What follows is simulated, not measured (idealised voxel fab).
Name of the process module below: voxel gate over fins
145 nm wide, 5 nm square cells: that's cross-section cut.
Cross-sections here: square-cell grids, written as top-down lists of bands, a band being one or more rows of cells.
Quick guide to a band line: top height, bottom height (nm) up front; then every material left to right with its width in nm. Only one material and it's marked "throughout"? Then it fills the band edge to edge. And "blank" just means empty space.
Measure heights from 0. That's the level where, below it, the as-received wafer is all one material. The lowest band is bottomless and extends downward; write it as in "0 and below".
The notation "30 to 40" denotes a width that varies across the rows of cells in the band, beginning at the first number in the top row, finishing at the second number in the bottom row, and changing by an identical amount from each row to the next.
Any step labelled "remained the same" changed none of the cells in the cross-section.
Listed in "Completely enclosed voids": every empty space of 8 or more cells without an open way to the top. Form: width x height at distance, the distance being from the left edge, all in nm.
Text after the settings on a step's line: the simulator's own remark on that step.
Steps that use a mask can have "overlay nm" on their line. It says how far the mask sat to the right of where it was meant to be. Negative means to the left.

**The following list gives the planned process steps**
1 RECEIVE [material Si]
2 CONFORMAL_DEP [material SiN] [thk nm 10]
3 DIRECTIONAL_DEP [material aC] [thk nm 15]
4 PATTERN [tone cover] [mask id FINS] [material resist] [width nm 15] [pitch nm 40] [thk nm 35] [overlay nm 0]
5 DIRECTIONAL_ETCH [etch materials aC] [depth nm 15]
6 STRIP [etch materials resist]
7 DIRECTIONAL_ETCH [etch materials SiN] [depth nm 10]
8 DIRECTIONAL_ETCH [etch materials Si] [depth nm 30]
9 STRIP [etch materials aC]
10 OXIDIZE [depth nm 5]
11 FILL_DEP [material SiO2] [thk nm 10]
12 CMP [height nm 10]
13 SELECTIVE_ETCH [etch materials SiO2] [depth nm 25]
14 STRIP [etch materials SiN]
15 CONFORMAL_DEP [material HfO2] [thk nm 5]
16 CONFORMAL_DEP [material TiN] [thk nm 5]
17 FILL_DEP [material W] [thk nm 10]
18 CMP [height nm 15]
19 CONFORMAL_DEP [material SiN] [thk nm 5]

**Cross-section, incoming material, after step 1**
  0 and below = Si throughout
  Completely enclosed voids: none

**Starting structure and process plan are as shown above, but one mistake was made in running the module; the wafer cross-section at the end of the module follows**
  20 down to 15 = SiN throughout
  15 down to 10 = W throughout
  10 down to 5 = TiN 30; W 5; TiN 35; W 5; TiN 35; W 5; TiN 30
  5 down to 0 = HfO2 25; TiN 5; W 5; TiN 5; HfO2 25; TiN 5; W 5; TiN 5; HfO2 25; TiN 5; W 5; TiN 5; HfO2 25
  0 down to -5 = Si 20; HfO2 5; TiN 5; W 5; TiN 5; HfO2 5; Si 15; HfO2 5; TiN 5; W 5; TiN 5; HfO2 5; Si 15; HfO2 5; TiN 5; W 5; TiN 5; HfO2 5; Si 20
  -5 down to -10 = Si 20; HfO2 5; TiN 15; HfO2 5; Si 15; HfO2 5; TiN 15; HfO2 5; Si 15; HfO2 5; TiN 15; HfO2 5; Si 20
  -10 down to -15 = Si 20; HfO2 25; Si 15; HfO2 25; Si 15; HfO2 25; Si 20
  -15 down to -35 = Si 20; SiO2 25; Si 15; SiO2 25; Si 15; SiO2 25; Si 20
  -35 and below = Si throughout
  Completely enclosed voids: none
Run error: step 4 went in with a setting other than planned; the actual run was PATTERN [tone open] [mask id FINS] [material resist] [width nm 15] [pitch nm 40] [thk nm 35] [overlay nm 0]
